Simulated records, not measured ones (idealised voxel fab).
process module | voxel double patterning
cross-section cut | 160 nm wide | cells 5 nm
A cross-section is a grid of square cells, given in bands from the top down. A band is one or more rows of cells.
Each band's line starts with the height of the band's top and of its bottom, in nm. Then come its materials from left to right, each with its width in nm. One material with "throughout" fills the band from edge to edge. "air" is empty space.
Height 0 is the level under which the wafer as received is all one material. The lowest band goes on downwards, as in "0 down".
A width such as "30 to 40" changes by the same amount from each row of cells to the next, from the band's top row to its bottom row.
"no change" after a step means that no cell of the cross-section changed.
closed voids: empty space of 8 cells or more with no open way to the top, each as width x height at its distance from the left edge, in nm
after a step's settings: what the simulator itself notes on the step
overlay nm, on a step with a mask: how far to the right of its planned place the mask lay; to the left if negative
plan
1 op RECEIVE | material Si
2 op CONFORMAL_DEP | material SiO2 | thk nm 10
3 op DIRECTIONAL_DEP | material polySi | thk nm 15
4 op DIRECTIONAL_DEP | material SiCN | thk nm 10
5 op MASKED_ETCH | tone open | mask id FIRST | width nm 15 | pitch nm 50 | etch materials SiCN | depth nm 10 | overlay nm 0
6 op DIRECTIONAL_DEP | material aC | thk nm 10
7 op PATTERN | tone open | mask id SECOND | material resist | width nm 15 | pitch nm 50 | thk nm 25 | overlay nm 0
8 op DIRECTIONAL_ETCH | etch materials aC | depth nm 10
9 op STRIP | etch materials resist
10 op DIRECTIONAL_ETCH | etch materials SiCN | depth nm 10
11 op STRIP | etch materials aC
12 op DIRECTIONAL_ETCH | etch materials polySi | depth nm 15
13 op STRIP | etch materials SiCN
varied across the wafers: width nm of step 7. The plan shows the first wafer's value. All wafers start alike
first wafer as received, after step 1
  0 down: Si throughout
  closed voids: none
each wafer at the end: cells of each material gained (+) or lost (-) since it was received, then its closed voids
width nm 15 | +64 SiO2 | +51 polySi | closed voids: none
width nm 20 | +64 SiO2 | +45 polySi | closed voids: none
width nm 25 | +64 SiO2 | +39 polySi | closed voids: none
width nm 30 | +64 SiO2 | +33 polySi | closed voids: none
